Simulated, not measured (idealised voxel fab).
The name of this process module is voxel wiring stack.
The figure presents cross-section cut, which has a width of 160 nm and is divided into square cells with an edge length of 5 nm.
In this document a cross-section is written as a grid of square cells. It is given as a series of bands, listed from the top down, and a band is one or more rows of cells. Quick guide to a band line: top height, bottom height (nm) up front; then every material left to right with its width in nm. Only one material and it's marked "all across"? Then it fills the band edge to edge. And "empty" just means empty space. Heights are measured from 0, the level below which the as-received wafer is all one material; the lowest band has no bottom and continues downward, written as in "0 and below". Graded width ("30..40"): value in top row of band = first number; value in bottom row = second number; row-to-row change constant. No cell of the cross-section changed in a step that is given as "left unchanged". The entry "Listed closed voids" lists the empty spaces that cover at least 8 cells and have no open path to the top. Each is written as width x height at distance, where the distance is measured from the left edge and all three values are in nm. Whatever follows a step's settings on its line is a remark the simulator itself makes about that step. The line of a step may include "overlay nm". On a step with a mask, this value is how far to the right of its planned place the mask lay. A negative value means the mask lay to the left.

LIST OF PLANNED PROCESS STEPS
| 1 | RECEIVE (material Si) |
| 2 | CONFORMAL_DEP (material SiO2; thk nm 15) |
| 3 | DIRECTIONAL_DEP (material TiN; thk nm 5) |
| 4 | DIRECTIONAL_DEP (material Ru; thk nm 20) |
| 5 | DIRECTIONAL_DEP (material aC; thk nm 15) |
| 6 | PATTERN (tone cover; mask id METAL_1; material resist; width nm 20; pitch nm 35; thk nm 35; overlay nm 0) |
| 7 | DIRECTIONAL_ETCH (etch materials aC; depth nm 15) |
| 8 | STRIP (etch materials resist) |
| 9 | DIRECTIONAL_ETCH (etch materials Ru; depth nm 20) |
| 10 | DIRECTIONAL_ETCH (etch materials TiN; depth nm 5) |
| 11 | STRIP (etch materials aC) |
| 12 | CONFORMAL_DEP (material SiCN; thk nm 5) |
| 13 | FILL_DEP (material SiO2; thk nm 10) |
| 14 | CMP (height nm 40) |
| 15 | CONFORMAL_DEP (material SiCN; thk nm 5) |
| 16 | DIRECTIONAL_DEP (material lowk; thk nm 30) |
| 17 | MASKED_ETCH (tone open; mask id METAL_2; width nm 20; pitch nm 35; etch materials lowk; depth nm 20; overlay nm 0) |
| 18 | DIRECTIONAL_DEP (material aC; thk nm 10) |
| 19 | PATTERN (tone open; mask id METAL_2_HOLES; material resist; width nm 15; pitch nm 70; thk nm 30; overlay nm 0) |
| 20 | DIRECTIONAL_ETCH (etch materials aC; depth nm 10) |
| 21 | STRIP (etch materials resist) |
| 22 | DIRECTIONAL_ETCH (etch materials lowk; depth nm 10) |
| 23 | DIRECTIONAL_ETCH (etch materials SiCN; depth nm 5) |
| 24 | STRIP (etch materials aC) |
| 25 | CONFORMAL_DEP (material TiN; thk nm 5) |
| 26 | FILL_DEP (material Cu; thk nm 10) |
| 27 | CMP (height nm 75) |
| 28 | CONFORMAL_DEP (material SiN; thk nm 5) |

CROSS-SECTION OF THE WAFER AS IT CAME TO US, I.E., ALREADY THROUGH STEP 1
  0 and below: Si all across
  Listed closed voids: none

CROSS-SECTION, END OF MODULE. START: AS ABOVE. PLAN: AS ABOVE. EXECUTION: ONE MISTAKE
  80 down to 75: SiN all across
  75 down to 60: lowk 15 nm; TiN 5 nm; Cu 10 nm; TiN 5 nm; lowk 15 nm; TiN 5 nm; Cu 10 nm; TiN 5 nm; lowk 15 nm; TiN 5 nm; Cu 10 nm; TiN 5 nm; lowk 15 nm; TiN 5 nm; Cu 10 nm; TiN 5 nm; lowk 20 nm
  60 down to 55: lowk 15 nm; TiN 5 nm; Cu 5 nm; TiN 10 nm; lowk 15 nm; TiN 20 nm; lowk 15 nm; TiN 5 nm; Cu 5 nm; TiN 10 nm; lowk 15 nm; TiN 20 nm; lowk 20 nm
  55 down to 45: lowk 15 nm; TiN 5 nm; Cu 5 nm; TiN 5 nm; lowk 55 nm; TiN 5 nm; Cu 5 nm; TiN 5 nm; lowk 60 nm
  45 down to 40: SiCN 15 nm; TiN 15 nm; SiCN 55 nm; TiN 15 nm; SiCN 60 nm
  40 down to 30: SiO2 all across
  30 down to 25: SiO2 10 nm; SiCN 30 nm; SiO2 5 nm; SiCN 30 nm; SiO2 5 nm; SiCN 30 nm; SiO2 5 nm; SiCN 30 nm; SiO2 15 nm
  25 down to 5: SiO2 10 nm; SiCN 5 nm; Ru 20 nm; SiCN 5 nm; SiO2 5 nm; SiCN 5 nm; Ru 20 nm; SiCN 5 nm; SiO2 5 nm; SiCN 5 nm; Ru 20 nm; SiCN 5 nm; SiO2 5 nm; SiCN 5 nm; Ru 20 nm; SiCN 5 nm; SiO2 15 nm
  5 down to 0: SiCN 15 nm; TiN 20 nm; SiCN 15 nm; TiN 20 nm; SiCN 15 nm; TiN 20 nm; SiCN 15 nm; TiN 20 nm; SiCN 20 nm
  0 and below: Si all across
  Listed closed voids: none
Want to know what went wrong? the plan's step 2 was left out and never carried out
